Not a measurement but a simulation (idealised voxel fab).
The process module that follows is named voxel wiring stack.
Pictured: cross-section cut, 205 nm wide, on a grid of 5 nm square cells.
How to read a cross-section here: the picture is a grid of square cells, written as bands going from the top down, and any band can span one or more rows of cells.
Basically the band line says how high the top is and how high the bottom is, in nm, and then what's in it from left to right, every material with its width in nm. Empty space shows up as "empty", and if a single material carries "throughout" it runs the full band edge to edge.
Heights are measured from 0, the level below which the as-received wafer is all one material; the lowest band has no bottom and continues downward, written as in "from 0 down".
Note: "30..40" means the width goes from the first number (top row of the band) to the second number (bottom row) in equal steps per row of cells.
You'll sometimes find "remained unchanged" written for a step, and that's the way of saying that nowhere in the cross-section did a cell change during that step.
Closed-off voids of 8+ cells (no open route to the top) go in "Enclosed void listing", written width x height at distance from the left edge, in nm.
Where a step's line continues beyond its settings, the continuation is a remark by the simulator itself on that step.
A step's line can hold "overlay nm"; with a mask on that step, the setting says how far right of the planned place the mask lay, while a negative setting says it lay to the left.
The following list gives the planned process steps:
1: RECEIVE | material Si
2: CONFORMAL_DEP | material SiO2 | thk nm 15
3: DIRECTIONAL_DEP | material TiN | thk nm 5
4: DIRECTIONAL_DEP | material W | thk nm 25
5: DIRECTIONAL_DEP | material aC | thk nm 15
6: PATTERN | tone cover | mask id METAL_1 | material resist | width nm 20 | pitch nm 40 | thk nm 30 | overlay nm 0
7: DIRECTIONAL_ETCH | etch materials aC | depth nm 15
8: STRIP | etch materials resist
9: DIRECTIONAL_ETCH | etch materials W | depth nm 25
10: DIRECTIONAL_ETCH | etch materials TiN | depth nm 5
11: STRIP | etch materials aC
12: CONFORMAL_DEP | material SiCN | thk nm 5
13: FILL_DEP | material SiO2 | thk nm 5
14: CMP | height nm 45
15: CONFORMAL_DEP | material SiCN | thk nm 5
16: DIRECTIONAL_DEP | material lowk | thk nm 30
17: MASKED_ETCH | tone open | mask id METAL_2_HOLES | width nm 15 | pitch nm 80 | etch materials lowk | depth nm 30 | overlay nm 0
18: PATTERN | tone open | mask id METAL_2 | material resist | width nm 20 | pitch nm 40 | thk nm 20 | overlay nm 0
19: DIRECTIONAL_ETCH | etch materials lowk | depth nm 15
20: DIRECTIONAL_ETCH | etch materials SiCN | depth nm 5
21: STRIP | etch materials resist
22: CONFORMAL_DEP | material TiN | thk nm 5
23: FILL_DEP | material Cu | thk nm 5
24: CMP | height nm 80
25: CONFORMAL_DEP | material SiCN | thk nm 5
26: DIRECTIONAL_DEP | material SiO2 | thk nm 30
27: MASKED_ETCH | tone open | mask id METAL_3 | width nm 20 | pitch nm 40 | etch materials SiO2 | depth nm 15 | overlay nm 0
28: MASKED_ETCH | tone open | mask id METAL_3_HOLES | width nm 15 | pitch nm 80 | etch materials SiO2 | depth nm 15 | overlay nm 0
29: MASKED_ETCH | tone open | mask id METAL_3_HOLES | width nm 15 | pitch nm 80 | etch materials SiCN | depth nm 5 | overlay nm 0
30: CONFORMAL_DEP | material TiN | thk nm 5
31: FILL_DEP | material Ru | thk nm 5
32: CMP | height nm 115
33: CONFORMAL_DEP | material SiCN | thk nm 5
34: DIRECTIONAL_DEP | material SiO2 | thk nm 25
35: MASKED_ETCH | tone open | mask id METAL_4 | width nm 20 | pitch nm 40 | etch materials SiO2 | depth nm 15 | overlay nm 0
36: PATTERN | tone open | mask id METAL_4_HOLES | material resist | width nm 15 | pitch nm 80 | thk nm 20 | overlay nm -15
37: DIRECTIONAL_ETCH | etch materials SiO2 | depth nm 10
38: DIRECTIONAL_ETCH | etch materials SiCN | depth nm 5
39: STRIP | etch materials resist
40: CONFORMAL_DEP | material TiN | thk nm 5
41: FILL_DEP | material Ru | thk nm 10
42: CMP | height nm 145
43: CONFORMAL_DEP | material SiN | thk nm 5
Variable across wafers: step 36 overlay nm (plan value is that of the first wafer; starting state common to all).
This is how the first of several wafers looked in cross-section when it arrived, which is after step 1:
* from 0 down | Si throughout
* Enclosed void listing: none
Below is a per-wafer table. In it, each row describes the wafer at the end of the module by giving, for each material, the number of cells gained (+) or lost (-) since the wafer was received, and after that the closed voids of the wafer:
overlay nm -15 | +24 Cu | +46 Ru | +176 SiCN | +41 SiN | +533 SiO2 | +150 TiN | +80 W | +180 lowk | Enclosed void listing: none
overlay nm -10 | +24 Cu | +44 Ru | +174 SiCN | +41 SiN | +533 SiO2 | +154 TiN | +80 W | +180 lowk | Enclosed void listing: none
overlay nm -5 | +24 Cu | +42 Ru | +172 SiCN | +41 SiN | +533 SiO2 | +158 TiN | +80 W | +180 lowk | Enclosed void listing: none
overlay nm 0 | +24 Cu | +46 Ru | +170 SiCN | +41 SiN | +533 SiO2 | +156 TiN | +80 W | +180 lowk | Enclosed void listing: none
overlay nm 5 | +24 Cu | +46 Ru | +170 SiCN | +41 SiN | +533 SiO2 | +156 TiN | +80 W | +180 lowk | Enclosed void listing: none
overlay nm 10 | +24 Cu | +42 Ru | +172 SiCN | +41 SiN | +533 SiO2 | +158 TiN | +80 W | +180 lowk | Enclosed void listing: none
overlay nm 15 | +24 Cu | +44 Ru | +174 SiCN | +41 SiN | +533 SiO2 | +154 TiN | +80 W | +180 lowk | Enclosed void listing: none
